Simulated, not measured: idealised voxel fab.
The following is a process module called voxel self aligned vias.
This is section cut - it's 210 nm across, gridded in 5 nm square cells.
Square cells in a grid make up a cross-section in this document, and the grid is given as bands, listed from the top down, each one or more rows of cells.
Band entry format. Leading values: height of top, height of bottom, nm. Remainder: materials in left-to-right order, each with its width in nm. Special words: "all across" on a single material, which then fills the band edge to edge; "blank", empty space.
Height reference: 0 = level under which incoming wafer is all one material. Lowest band: no bottom, runs on downward, e.g. "0..down".
So if you see something like "30->40" for the width, read it as the top row of the band sitting at the first number and the bottom row at the second, with every row in between moving by the same amount as the last.
It should be understood that the words "nothing altered", when stated for a given step, signify that the cross-section underwent no change in any of its cells during that step.
In the "Enclosed void listing" entry, you get each enclosed empty space of 8 cells or more, one with no open way to the top, written width x height at distance, distance from the left edge, in nm.
Formally, on a step line, whatever follows the settings is a remark that the simulator itself makes on the step.
The line of a step may include "overlay nm". On a step with a mask, this value is how far to the right of its planned place the mask lay. A negative value means the mask lay to the left.
# Planned process steps
1: RECEIVE: material Si
2: CONFORMAL_DEP: material SiO2, thk nm 15
3: CONFORMAL_DEP: material SiCN, thk nm 5
4: DIRECTIONAL_DEP: material SiO2, thk nm 20
5: PATTERN: tone open, mask id LINES, material resist, width nm 30, pitch nm 80, thk nm 15, overlay nm 0
6: DIRECTIONAL_ETCH: etch materials SiO2, depth nm 20
7: STRIP: etch materials resist
8: CONFORMAL_DEP: material TiN, thk nm 5
9: FILL_DEP: material Ru, thk nm 5
10: CMP: height nm 40
11: SELECTIVE_ETCH: etch materials W Ru TiN, depth nm 5
12: FILL_DEP: material SiN, thk nm 10
13: CMP: height nm 40
14: DIRECTIONAL_DEP: material SiO2, thk nm 15
15: MASKED_ETCH: tone open, mask id VIAS, width nm 40, pitch nm 80, etch materials SiO2, depth nm 15, overlay nm 0
16: MASKED_ETCH: tone open, mask id VIAS, width nm 50, pitch nm 80, etch materials SiN, depth nm 5, overlay nm 0
17: CONFORMAL_DEP: material TiN, thk nm 5
18: FILL_DEP: material Cu, thk nm 5
19: CMP: height nm 55
20: CONFORMAL_DEP: material SiCN, thk nm 5
Where the wafers of this document differ is in the width nm of step 15; they start out the same, and the plan states the value that applied to the first wafer.
# Cross-section of the first of several wafers on receipt, reflecting completion of step 1
  0..down = Si all across
  Enclosed void listing: none
# Below is a per-wafer table. In it, each row describes the wafer at the end of the module by giving, for each material, the number of cells gained (+) or lost (-) since the wafer was received, and after that the closed voids of the wafer
width nm 40, +32 Cu, +16 Ru, +84 SiCN, +324 SiO2, +48 TiN, Enclosed void listing: none
width nm 45, +36 Cu, +16 Ru, +84 SiCN, +318 SiO2, +50 TiN, Enclosed void listing: none
width nm 50, +40 Cu, +16 Ru, +84 SiCN, +312 SiO2, +52 TiN, Enclosed void listing: none
width nm 55, +44 Cu, +16 Ru, +84 SiCN, +306 SiO2, +54 TiN, Enclosed void listing: none
width nm 60, +48 Cu, +16 Ru, +84 SiCN, +300 SiO2, +56 TiN, Enclosed void listing: none
width nm 65, +52 Cu, +16 Ru, +84 SiCN, +294 SiO2, +58 TiN, Enclosed void listing: none
